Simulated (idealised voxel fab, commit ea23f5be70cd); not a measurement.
The name of this process module is voxel transistor to metal.
205 nm wide, 5 nm square cells: that's cross-section cut.
A cross-section is written here as square cells arranged in a grid, and it is given in bands from the top down, each band taking up one or more rows of cells.
The entry gives the band's vertical extent as a top height and a bottom height in nm, then its horizontal make-up as materials from left to right, each with a width in nm. "empty" stands for empty space; a single material marked "throughout" fills the band edge to edge.
Convention: height 0 is the level below which the wafer, as received, is all one material. The lowest band does not terminate at the bottom but continues downward, represented as "0 and below".
Think of "30 to 40" as a width that walks from the first number to the second as you go down the band, top row to bottom row, taking equal-sized steps from row to row.
Step note "left unchanged" = no cross-section cell changed.
"Enclosed void inventory" lists enclosed empty spaces (at least 8 cells, no open path upward to the top), each as width x height at distance from the left edge, in nm.
after a step's settings: what the simulator itself notes on the step
overlay nm: mask offset rightward from planned place, masked step; negative means leftward offset.

So here's the lineup of process steps we planned
1. RECEIVE | material Si
2. CONFORMAL_DEP | material SiO2 | thk nm 5
3. CONFORMAL_DEP | material SiN | thk nm 15
4. MASKED_ETCH | tone cover | mask id ACTIVE | width nm 115 | etch materials SiN | depth nm 15 | overlay nm 0
5. MASKED_ETCH | tone cover | mask id ACTIVE | width nm 115 | etch materials SiO2 | depth nm 5 | overlay nm 0
6. MASKED_ETCH | tone cover | mask id ACTIVE | width nm 115 | etch materials Si | depth nm 30 | overlay nm 0
7. OXIDIZE | depth nm 5
8. FILL_DEP | material SiO2 | thk nm 15
9. CMP | height nm 20
10. SELECTIVE_ETCH | etch materials SiO2 | depth nm 5
11. STRIP | etch materials SiN
12. SELECTIVE_ETCH | etch materials SiO2 | depth nm 5
13. OXIDIZE | depth nm 5
14. DIRECTIONAL_DEP | material polySi | thk nm 30
15. DIRECTIONAL_DEP | material SiCN | thk nm 10
16. MASKED_ETCH | tone cover | mask id GATE | width nm 25 | etch materials SiCN | depth nm 20 | overlay nm 0
17. MASKED_ETCH | tone cover | mask id GATE | width nm 25 | etch materials polySi | depth nm 40 | overlay nm 0
18. CONFORMAL_DEP | material SiN | thk nm 10
19. DIRECTIONAL_ETCH | etch materials SiN | depth nm 10
20. DIRECTIONAL_ETCH | etch materials SiO2 | depth nm 5
21. DIRECTIONAL_ETCH | etch materials Si | depth nm 5
22. EPI | material SiGe | thk nm 5
23. FILL_DEP | material SiO2 | thk nm 5
24. CMP | height nm 40
25. DIRECTIONAL_DEP | material SiO2 | thk nm 15
26. DIRECTIONAL_DEP | material aC | thk nm 10
27. PATTERN | tone open | mask id CONTACT | material resist | width nm 20 | pitch nm 85 | thk nm 30 | overlay nm 0
28. DIRECTIONAL_ETCH | etch materials aC | depth nm 10
29. STRIP | etch materials resist
30. DIRECTIONAL_ETCH | etch materials SiO2 | depth nm 60
31. STRIP | etch materials aC
32. CONFORMAL_DEP | material TiN | thk nm 5
33. FILL_DEP | material W | thk nm 5
34. CMP | height nm 55
35. DIRECTIONAL_DEP | material TiN | thk nm 5
36. DIRECTIONAL_DEP | material W | thk nm 25
37. MASKED_ETCH | tone cover | mask id METAL_1 | width nm 20 | pitch nm 85 | etch materials W | depth nm 25 | overlay nm 0
38. MASKED_ETCH | tone cover | mask id METAL_1 | width nm 20 | pitch nm 85 | etch materials TiN | depth nm 5 | overlay nm 0
39. FILL_DEP | material lowk | thk nm 10
40. CMP | height nm 85
41. CONFORMAL_DEP | material SiCN | thk nm 5
42. DIRECTIONAL_DEP | material SiO2 | thk nm 25
43. DIRECTIONAL_DEP | material aC | thk nm 15
44. PATTERN | tone open | mask id METAL_2 | material resist | width nm 20 | pitch nm 85 | thk nm 30 | overlay nm 0
45. DIRECTIONAL_ETCH | etch materials aC | depth nm 15
46. STRIP | etch materials resist
47. DIRECTIONAL_ETCH | etch materials SiO2 | depth nm 15
48. STRIP | etch materials aC
49. DIRECTIONAL_DEP | material aC | thk nm 15
50. PATTERN | tone open | mask id METAL_2_HOLES | material resist | width nm 15 | pitch nm 85 | thk nm 30 | overlay nm 0
51. DIRECTIONAL_ETCH | etch materials aC | depth nm 15
52. STRIP | etch materials resist
53. DIRECTIONAL_ETCH | etch materials SiO2 | depth nm 10
54. DIRECTIONAL_ETCH | etch materials SiCN | depth nm 5
55. STRIP | etch materials aC
56. CONFORMAL_DEP | material TiN | thk nm 5
57. FILL_DEP | material Ru | thk nm 10
58. CMP | height nm 115
59. CONFORMAL_DEP | material SiCN | thk nm 5

Cross-section of the wafer as it came to us, i.e., already through step 1
> 0 and below: Si throughout
> Enclosed void inventory: none

End state of the module in cross-section, given the above starting point and plan and one mistake in execution
> 120 down to 115: SiCN throughout
> 115 down to 105: SiO2 (50), then TiN (5), then Ru (10), then TiN (5), then SiO2 (65), then TiN (5), then Ru (10), then TiN (5), then SiO2 (50)
> 105 down to 100: SiO2 (50), then TiN (5), then Ru (5), then TiN (10), then SiO2 (65), then TiN (5), then Ru (5), then TiN (10), then SiO2 (50)
> 100 down to 90: SiO2 (50), then TiN (5), then Ru (5), then TiN (5), then SiO2 (70), then TiN (5), then Ru (5), then TiN (5), then SiO2 (55)
> 90 down to 85: SiCN (50), then TiN (15), then SiCN (70), then TiN (15), then SiCN (55)
> 85 down to 75: lowk throughout
> 75 down to 60: lowk (50), then W (20), then lowk (65), then W (20), then lowk (50)
> 60 down to 55: lowk (50), then TiN (20), then lowk (65), then TiN (20), then lowk (50)
> 55 down to 40: SiO2 (50), then TiN (5), then W (10), then TiN (5), then SiO2 (65), then TiN (5), then W (10), then TiN (5), then SiO2 (50)
> 40 down to 30: SiO2 (50), then TiN (5), then W (10), then TiN (5), then SiO2 (10), then SiN (10), then SiCN (25), then SiN (10), then SiO2 (10), then TiN (5), then W (10), then TiN (5), then SiO2 (50)
> 30 down to 10: SiO2 (50), then TiN (5), then W (10), then TiN (5), then SiO2 (10), then SiN (10), then polySi (25), then SiN (10), then SiO2 (10), then TiN (5), then W (10), then TiN (5), then SiO2 (50)
> 10 down to 0: SiO2 (40), then SiN (10), then TiN (5), then W (10), then TiN (5), then SiO2 (10), then SiN (10), then polySi (25), then SiN (10), then SiO2 (10), then TiN (5), then W (10), then TiN (5), then SiN (10), then SiO2 (40)
> 0 down to -5: SiO2 (50), then TiN (20), then SiO2 (5), then SiGe (5), then SiO2 (45), then SiGe (5), then SiO2 (5), then TiN (20), then SiO2 (50)
> -5 down to -10: SiO2 (50), then SiGe (30), then Si (45), then SiGe (30), then SiO2 (50)
> -10 down to -35: SiO2 (50), then Si (105), then SiO2 (50)
> -35 and below: Si throughout
> Enclosed void inventory: none
Error vs. plan: step 36 did not happen as planned, as run it was DIRECTIONAL_DEP | material W | thk nm 15
